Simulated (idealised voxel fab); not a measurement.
The document below concerns the process module designated voxel fin reveal.
Section cut is 200 nm wide and gridded with 5 nm square cells.
Notation: cross-section as square-cell grid; stated in bands, top first, going down; one or more cell rows per band. Band: top and bottom heights (nm) first, top before bottom; then materials from left to right, widths in nm. "full width" marks a sole material filling the band edge to edge. "air" denotes empty space. The level at which height equals 0 is the one under which the wafer, as it arrives, is entirely one material. No lower edge exists for the bottom band, which continues downward and is notated as in "top 0, no bottom". Read "30 to 40" as a graded width: first number on top, second number at the bottom, same change between each pair of neighbouring rows. You'll sometimes find "all unchanged" written for a step, and that's the way of saying that nowhere in the cross-section did a cell change during that step. Reported under the label "Trapped voids" are the empty spaces having no open way to the top and comprising 8 cells or more; the notation for each is width x height at distance, in which the distance is measured from the left edge and all three values are in nm. Read whatever lies past the settings on a step's line as the simulator's own remark about the step. What "overlay nm" on a step's line means: if the step has a mask, that mask lay this far to the right of its planned place, or, when the value is negative, to the left.
PLANNED STEP LIST FOR THE PROCESS
1: op RECEIVE | material Si
2: op CONFORMAL_DEP | material SiN | thk nm 10
3: op MASKED_ETCH | tone cover | mask id FINS | width nm 15 | pitch nm 35 | etch materials SiN | depth nm 10 | overlay nm 0
4: op MASKED_ETCH | tone cover | mask id FINS | width nm 15 | pitch nm 35 | etch materials Si | depth nm 35 | overlay nm 0
5: op OXIDIZE | depth nm 5
6: op FILL_DEP | material SiO2 | thk nm 10
7: op CMP | height nm 10
8: op SELECTIVE_ETCH | etch materials SiO2 | depth nm 35
9: op STRIP | etch materials SiN
10: op CONFORMAL_DEP | material HfO2 | thk nm 5
THE FIRST OF THE TWO WAFERS, WHICH RAN AS PLANNED
CROSS-SECTION, INCOMING MATERIAL, AFTER STEP 1
> top 0, no bottom  Si full width
> Trapped voids: none
CROSS-SECTIONAL REPRESENTATION OF THE WAFER AT THE CONCLUSION OF STEP 2
> top 10, bottom 0  SiN full width
> Heights below 0 show no change.
CROSS-SECTIONAL REPRESENTATION OF THE WAFER AT THE CONCLUSION OF STEP 3
> top 10, bottom 0  air 40; SiN 15; air 20; SiN 15; air 20; SiN 15; air 20; SiN 15; air 40
> Heights below 0 show no change.
CROSS-SECTIONAL REPRESENTATION OF THE WAFER AT THE CONCLUSION OF STEP 4
> top 10, bottom 0  air 40; SiN 15; air 20; SiN 15; air 20; SiN 15; air 20; SiN 15; air 40
> top 0, bottom -35  air 40; Si 15; air 20; Si 15; air 20; Si 15; air 20; Si 15; air 40
> Heights below -35 show no change.
CROSS-SECTIONAL REPRESENTATION OF THE WAFER AT THE CONCLUSION OF STEP 5
> top 10, bottom 0  air 40; SiN 15; air 20; SiN 15; air 20; SiN 15; air 20; SiN 15; air 40
> top 0, bottom -35  air 40; SiO2 5; Si 5; SiO2 5; air 20; SiO2 5; Si 5; SiO2 5; air 20; SiO2 5; Si 5; SiO2 5; air 20; SiO2 5; Si 5; SiO2 5; air 40
> top -35, bottom -40  SiO2 45; Si 5; SiO2 30; Si 5; SiO2 30; Si 5; SiO2 30; Si 5; SiO2 45
> Heights below -40 show no change.
CROSS-SECTIONAL REPRESENTATION OF THE WAFER AT THE CONCLUSION OF STEP 6
> top 20, bottom 10  SiO2 full width
> top 10, bottom 0  SiO2 40; SiN 15; SiO2 20; SiN 15; SiO2 20; SiN 15; SiO2 20; SiN 15; SiO2 40
> top 0, bottom -40  SiO2 45; Si 5; SiO2 30; Si 5; SiO2 30; Si 5; SiO2 30; Si 5; SiO2 45
> Heights below -40 show no change.
CROSS-SECTIONAL REPRESENTATION OF THE WAFER AT THE CONCLUSION OF STEP 7
> top 10, bottom 0  SiO2 40; SiN 15; SiO2 20; SiN 15; SiO2 20; SiN 15; SiO2 20; SiN 15; SiO2 40
> Heights below 0 show no change.
CROSS-SECTIONAL REPRESENTATION OF THE WAFER AT THE CONCLUSION OF STEP 8
> top 10, bottom 0  air 40; SiN 15; air 20; SiN 15; air 20; SiN 15; air 20; SiN 15; air 40
> top 0, bottom -25  air 45; Si 5; air 30; Si 5; air 30; Si 5; air 30; Si 5; air 45
> Heights below -25 show no change.
CROSS-SECTIONAL REPRESENTATION OF THE WAFER AT THE CONCLUSION OF STEP 9
> top 0, bottom -25  air 45; Si 5; air 30; Si 5; air 30; Si 5; air 30; Si 5; air 45
> Heights below -25 show no change.
CROSS-SECTIONAL REPRESENTATION OF THE WAFER AT THE CONCLUSION OF STEP 10
> top 5, bottom 0  air 40; HfO2 15; air 20; HfO2 15; air 20; HfO2 15; air 20; HfO2 15; air 40
> top 0, bottom -20  air 40; HfO2 5; Si 5; HfO2 5; air 20; HfO2 5; Si 5; HfO2 5; air 20; HfO2 5; Si 5; HfO2 5; air 20; HfO2 5; Si 5; HfO2 5; air 40
> top -20, bottom -25  HfO2 45; Si 5; HfO2 30; Si 5; HfO2 30; Si 5; HfO2 30; Si 5; HfO2 45
> Heights below -25 show no change.
SECOND WAFER - SHARED START AND PLAN WITH THE FIRST - ONE ERROR IN RUNNING - SAME AS THE FIRST UP TO STEP 7 INCLUSIVE
CROSS-SECTIONAL VIEW OF THE SECOND WAFER AT THE INTENDED END TIME OF PROCESS STEP 8
> top 10, bottom 0  SiO2 40; air 15; SiO2 20; air 15; SiO2 20; air 15; SiO2 20; air 15; SiO2 40
> Heights below 0 show no change.
CROSS-SECTIONAL VIEW OF THE SECOND WAFER AT THE INTENDED END TIME OF PROCESS STEP 9
> top 0, bottom -25  air 45; Si 5; air 30; Si 5; air 30; Si 5; air 30; Si 5; air 45
> top -25, bottom -35  SiO2 5; air 40; Si 5; air 30; Si 5; air 30; Si 5; air 30; Si 5; air 40; SiO2 5
> Heights below -35 show no change.
CROSS-SECTIONAL VIEW OF THE SECOND WAFER AT THE INTENDED END TIME OF PROCESS STEP 10
> top 5, bottom 0  air 40; HfO2 15; air 20; HfO2 15; air 20; HfO2 15; air 20; HfO2 15; air 40
> top 0, bottom -20  air 40; HfO2 5; Si 5; HfO2 5; air 20; HfO2 5; Si 5; HfO2 5; air 20; HfO2 5; Si 5; HfO2 5; air 20; HfO2 5; Si 5; HfO2 5; air 40
> top -20, bottom -25  HfO2 10; air 30; HfO2 5; Si 5; HfO2 5; air 20; HfO2 5; Si 5; HfO2 5; air 20; HfO2 5; Si 5; HfO2 5; air 20; HfO2 5; Si 5; HfO2 5; air 30; HfO2 10
> top -25, bottom -30  SiO2 5; HfO2 5; air 30; HfO2 5; Si 5; HfO2 5; air 20; HfO2 5; Si 5; HfO2 5; air 20; HfO2 5; Si 5; HfO2 5; air 20; HfO2 5; Si 5; HfO2 5; air 30; HfO2 5; SiO2 5
> top -30, bottom -35  SiO2 5; HfO2 40; Si 5; HfO2 30; Si 5; HfO2 30; Si 5; HfO2 30; Si 5; HfO2 40; SiO2 5
> Heights below -35 show no change.
What broke from the plan during processing? sequence error: steps 8 and 9 interchanged
End check, counted in cells, second wafer has more or fewer of these materials than the first: HfO2 +20, SiO2 -68
